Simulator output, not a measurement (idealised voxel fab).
Proc. module: voxel self aligned vias
The figure presents cross-section cut, which has a width of 270 nm and is divided into square cells with an edge length of 5 nm.
When this document writes out a cross-section, it uses a grid of square cells and lists it as bands, beginning at the top and moving down, with a band standing for one or more rows of cells.
Heights first: top, then bottom, in nm. Then materials, left to right, each with a width in nm. "all across" on a single material: fills the band edge to edge. "air": empty space.
Measure heights from 0. That's the level where, below it, the as-received wafer is all one material. The lowest band is bottomless and extends downward; write it as in "0 -> down".
A width such as "30->40" changes by the same amount from each row of cells to the next, from the band's top row to its bottom row.
"nothing changed" after a step means that no cell of the cross-section changed.
In "Sealed cavities" the enclosed voids are listed, meaning empty spaces of 8 cells or larger without any opening to the top. The form is width x height at distance, distance from the left edge, units nm.
It should be noted that, on the line of a given step, the content following the step's settings is a remark produced by the simulator itself with respect to that step.
overlay nm: mask right of planned place by this much (step with mask). Neg. = left.

## Listed below are the process steps as planned
1) op RECEIVE | material Si
2) op CONFORMAL_DEP | material SiO2 | thk nm 15
3) op CONFORMAL_DEP | material SiCN | thk nm 5
4) op DIRECTIONAL_DEP | material SiO2 | thk nm 30
5) op DIRECTIONAL_DEP | material aC | thk nm 10
6) op PATTERN | tone open | mask id LINES | material resist | width nm 30 | pitch nm 65 | thk nm 30 | overlay nm 0
7) op DIRECTIONAL_ETCH | etch materials aC | depth nm 10
8) op STRIP | etch materials resist
9) op DIRECTIONAL_ETCH | etch materials SiO2 | depth nm 30
10) op STRIP | etch materials aC
11) op CONFORMAL_DEP | material TiN | thk nm 5
12) op FILL_DEP | material W | thk nm 5
13) op CMP | height nm 50
14) op SELECTIVE_ETCH | etch materials W Ru TiN | depth nm 5
15) op FILL_DEP | material SiN | thk nm 5
16) op CMP | height nm 50
17) op DIRECTIONAL_DEP | material SiO2 | thk nm 15
18) op MASKED_ETCH | tone open | mask id VIAS | width nm 40 | pitch nm 65 | etch materials SiO2 | depth nm 15 | overlay nm 0
19) op MASKED_ETCH | tone open | mask id VIAS | width nm 40 | pitch nm 65 | etch materials SiN | depth nm 5 | overlay nm 0
20) op CONFORMAL_DEP | material TiN | thk nm 5
21) op FILL_DEP | material W | thk nm 5
22) op CMP | height nm 65
23) op CONFORMAL_DEP | material SiN | thk nm 5

## Shown in cross-section is the wafer as received, that is, as it stands after step 1
0 -> down: Si all across
Sealed cavities: none

## Looking at the first of two wafers in cross-section at end of module - ran to plan
70 -> 65: SiN all across
65 -> 55: SiO2 50, TiN 5, W 30, TiN 5, SiO2 25, TiN 5, W 30, TiN 5, SiO2 25, TiN 5, W 30, TiN 5, SiO2 50
55 -> 50: SiO2 50, TiN 10, W 20, TiN 10, SiO2 25, TiN 10, W 20, TiN 10, SiO2 25, TiN 10, W 20, TiN 10, SiO2 50
50 -> 45: SiO2 55, TiN 30, SiO2 35, TiN 30, SiO2 35, TiN 30, SiO2 55
45 -> 25: SiO2 55, TiN 5, W 20, TiN 5, SiO2 35, TiN 5, W 20, TiN 5, SiO2 35, TiN 5, W 20, TiN 5, SiO2 55
25 -> 20: SiO2 55, TiN 30, SiO2 35, TiN 30, SiO2 35, TiN 30, SiO2 55
20 -> 15: SiCN all across
15 -> 0: SiO2 all across
0 -> down: Si all across
Sealed cavities: none

## This cross-section belongs to the second wafer of two at the end of the module; the start and the plan were shared with the first, and the run included one mistake
70 -> 65: SiN all across
65 -> 55: SiO2 50, TiN 5, W 30, TiN 5, SiO2 25, TiN 5, W 30, TiN 5, SiO2 25, TiN 5, W 30, TiN 5, SiO2 50
55 -> 50: SiO2 50, TiN 15, W 15, TiN 10, SiO2 25, TiN 15, W 15, TiN 10, SiO2 25, TiN 15, W 15, TiN 10, SiO2 50
50 -> 45: SiO2 55, SiN 5, TiN 25, SiO2 35, SiN 5, TiN 25, SiO2 35, SiN 5, TiN 25, SiO2 55
45 -> 25: SiO2 55, TiN 5, W 20, TiN 5, SiO2 35, TiN 5, W 20, TiN 5, SiO2 35, TiN 5, W 20, TiN 5, SiO2 55
25 -> 20: SiO2 55, TiN 30, SiO2 35, TiN 30, SiO2 35, TiN 30, SiO2 55
20 -> 15: SiCN all across
15 -> 0: SiO2 all across
0 -> down: Si all across
Sealed cavities: none
Against the plan, the run slipped here: off-plan run, step 19, actual operation and settings op MASKED_ETCH | tone open | mask id VIAS | width nm 40 | pitch nm 65 | etch materials SiN | depth nm 5 | overlay nm 10
Final tally in cells, some materials are higher or lower on the second wafer than on the first: 3 more of SiN; 3 fewer of W
